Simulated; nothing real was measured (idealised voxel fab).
process module | voxel trench capacitor
Xsec cut, 280 nm wide, square cell size 5 nm.
Format of a cross-section: grid, square cells. Given as bands. Order: top down. Band: one or more rows of cells.
Top, bottom (nm), then materials left to right with widths (nm); lone material tagged "throughout" fills the whole band edge to edge; "air" = empty space.
Height is counted from the level 0, under which the received wafer is composed throughout of one material. The lowest of the bands is not closed at the bottom but continues downward, in the notation "0..down".
Top row gets the first number, bottom row gets the second, and each row in between changes by the same step: that is how a band width like "30 to 40" works.
Step note "stayed the same" = no cross-section cell changed.
You'll see "Enclosed void catalog" listing empty spaces that have no way open to the top, as long as they're 8 cells or more; the notation is width x height at distance, where the distance is from the left edge, and all of it is in nm.
Read whatever lies past the settings on a step's line as the simulator's own remark about the step.
"overlay nm" answers the question of how far to the right of plan the mask lay on a step that has a mask, and when it is negative the answer is to the left.
-- Process steps - plan
- 1: RECEIVE,material Si
- 2: CONFORMAL_DEP,material SiN,thk nm 10
- 3: PATTERN,tone open,mask id TRENCH,material resist,width nm 25,pitch nm 45,thk nm 15,overlay nm 0
- 4: DIRECTIONAL_ETCH,etch materials SiN,depth nm 10
- 5: DIRECTIONAL_ETCH,etch materials Si,depth nm 35
- 6: STRIP,etch materials resist
- 7: CONFORMAL_DEP,material Al2O3,thk nm 5
- 8: FILL_DEP,material polySi,thk nm 10
- 9: CMP,height nm 10
-- First of two wafers: run as planned
-- Delivered wafer in cross-section: state after step 1
    0..down = Si throughout
    Enclosed void catalog: none
-- Wafer section view after processing step 2
    10..0 = SiN throughout
    Below 0, the layers are the same as they were.
-- Wafer section view after processing step 3
    25..10 = resist=60, air=25, resist=20, air=25, resist=20, air=25, resist=20, air=25, resist=60
    Below 10, the layers are the same as they were.
-- Wafer section view after processing step 4
    25..10 = resist=60, air=25, resist=20, air=25, resist=20, air=25, resist=20, air=25, resist=60
    10..0 = SiN=60, air=25, SiN=20, air=25, SiN=20, air=25, SiN=20, air=25, SiN=60
    Below 0, the layers are the same as they were.
-- Wafer section view after processing step 5
    25..10 = resist=60, air=25, resist=20, air=25, resist=20, air=25, resist=20, air=25, resist=60
    10..0 = SiN=60, air=25, SiN=20, air=25, SiN=20, air=25, SiN=20, air=25, SiN=60
    0..-35 = Si=60, air=25, Si=20, air=25, Si=20, air=25, Si=20, air=25, Si=60
    Below -35, the layers are the same as they were.
-- Wafer section view after processing step 6
    10..0 = SiN=60, air=25, SiN=20, air=25, SiN=20, air=25, SiN=20, air=25, SiN=60
    Below 0, the layers are the same as they were.
-- Wafer section view after processing step 7
    15..10 = Al2O3=65, air=15, Al2O3=30, air=15, Al2O3=30, air=15, Al2O3=30, air=15, Al2O3=65
    10..0 = SiN=60, Al2O3=5, air=15, Al2O3=5, SiN=20, Al2O3=5, air=15, Al2O3=5, SiN=20, Al2O3=5, air=15, Al2O3=5, SiN=20, Al2O3=5, air=15, Al2O3=5, SiN=60
    0..-30 = Si=60, Al2O3=5, air=15, Al2O3=5, Si=20, Al2O3=5, air=15, Al2O3=5, Si=20, Al2O3=5, air=15, Al2O3=5, Si=20, Al2O3=5, air=15, Al2O3=5, Si=60
    -30..-35 = Si=60, Al2O3=25, Si=20, Al2O3=25, Si=20, Al2O3=25, Si=20, Al2O3=25, Si=60
    Below -35, the layers are the same as they were.
-- Wafer section view after processing step 8
    25..15 = polySi throughout
    15..10 = Al2O3=65, polySi=15, Al2O3=30, polySi=15, Al2O3=30, polySi=15, Al2O3=30, polySi=15, Al2O3=65
    10..0 = SiN=60, Al2O3=5, polySi=15, Al2O3=5, SiN=20, Al2O3=5, polySi=15, Al2O3=5, SiN=20, Al2O3=5, polySi=15, Al2O3=5, SiN=20, Al2O3=5, polySi=15, Al2O3=5, SiN=60
    0..-30 = Si=60, Al2O3=5, polySi=15, Al2O3=5, Si=20, Al2O3=5, polySi=15, Al2O3=5, Si=20, Al2O3=5, polySi=15, Al2O3=5, Si=20, Al2O3=5, polySi=15, Al2O3=5, Si=60
    Below -30, the layers are the same as they were.
-- Wafer section view after processing step 9
    10..0 = SiN=60, Al2O3=5, polySi=15, Al2O3=5, SiN=20, Al2O3=5, polySi=15, Al2O3=5, SiN=20, Al2O3=5, polySi=15, Al2O3=5, SiN=20, Al2O3=5, polySi=15, Al2O3=5, SiN=60
    Below 0, the layers are the same as they were.
-- Wafer two. Same start, same plan, one slip in execution. Same as wafer one through step 2, inclusive
-- Second wafer cross-section, taken as of the time the plan sets for step 3 to be done
    25..10 = air=60, resist=25, air=20, resist=25, air=20, resist=25, air=20, resist=25, air=60
    Below 10, the layers are the same as they were.
-- Second wafer cross-section, taken as of the time the plan sets for step 4 to be done
    25..10 = air=60, resist=25, air=20, resist=25, air=20, resist=25, air=20, resist=25, air=60
    10..0 = air=60, SiN=25, air=20, SiN=25, air=20, SiN=25, air=20, SiN=25, air=60
    Below 0, the layers are the same as they were.
-- Second wafer cross-section, taken as of the time the plan sets for step 5 to be done
    25..10 = air=60, resist=25, air=20, resist=25, air=20, resist=25, air=20, resist=25, air=60
    10..0 = air=60, SiN=25, air=20, SiN=25, air=20, SiN=25, air=20, SiN=25, air=60
    0..-35 = air=60, Si=25, air=20, Si=25, air=20, Si=25, air=20, Si=25, air=60
    Below -35, the layers are the same as they were.
-- Second wafer cross-section, taken as of the time the plan sets for step 6 to be done
    10..0 = air=60, SiN=25, air=20, SiN=25, air=20, SiN=25, air=20, SiN=25, air=60
    Below 0, the layers are the same as they were.
-- Second wafer cross-section, taken as of the time the plan sets for step 7 to be done
    15..10 = air=55, Al2O3=35, air=10, Al2O3=35, air=10, Al2O3=35, air=10, Al2O3=35, air=55
    10..0 = air=55, Al2O3=5, SiN=25, Al2O3=5, air=10, Al2O3=5, SiN=25, Al2O3=5, air=10, Al2O3=5, SiN=25, Al2O3=5, air=10, Al2O3=5, SiN=25, Al2O3=5, air=55
    0..-30 = air=55, Al2O3=5, Si=25, Al2O3=5, air=10, Al2O3=5, Si=25, Al2O3=5, air=10, Al2O3=5, Si=25, Al2O3=5, air=10, Al2O3=5, Si=25, Al2O3=5, air=55
    -30..-35 = Al2O3=60, Si=25, Al2O3=20, Si=25, Al2O3=20, Si=25, Al2O3=20, Si=25, Al2O3=60
    Below -35, the layers are the same as they were.
-- Second wafer cross-section, taken as of the time the plan sets for step 8 to be done
    25..15 = polySi throughout
    15..10 = polySi=55, Al2O3=35, polySi=10, Al2O3=35, polySi=10, Al2O3=35, polySi=10, Al2O3=35, polySi=55
    10..0 = polySi=55, Al2O3=5, SiN=25, Al2O3=5, polySi=10, Al2O3=5, SiN=25, Al2O3=5, polySi=10, Al2O3=5, SiN=25, Al2O3=5, polySi=10, Al2O3=5, SiN=25, Al2O3=5, polySi=55
    0..-30 = polySi=55, Al2O3=5, Si=25, Al2O3=5, polySi=10, Al2O3=5, Si=25, Al2O3=5, polySi=10, Al2O3=5, Si=25, Al2O3=5, polySi=10, Al2O3=5, Si=25, Al2O3=5, polySi=55
    Below -30, the layers are the same as they were.
-- Second wafer cross-section, taken as of the time the plan sets for step 9 to be done
    10..0 = polySi=55, Al2O3=5, SiN=25, Al2O3=5, polySi=10, Al2O3=5, SiN=25, Al2O3=5, polySi=10, Al2O3=5, SiN=25, Al2O3=5, polySi=10, Al2O3=5, SiN=25, Al2O3=5, polySi=55
    Below 0, the layers are the same as they were.
Want to know what went wrong? step 3 was not run as planned; what actually ran was PATTERN,tone cover,mask id TRENCH,material resist,width nm 25,pitch nm 45,thk nm 15,overlay nm 0
Upon completion, the second wafer contains, in terms of cells, a greater or smaller amount of certain materials than the first wafer: Al2O3 +16 | Si -112 | SiN -32 | polySi +128
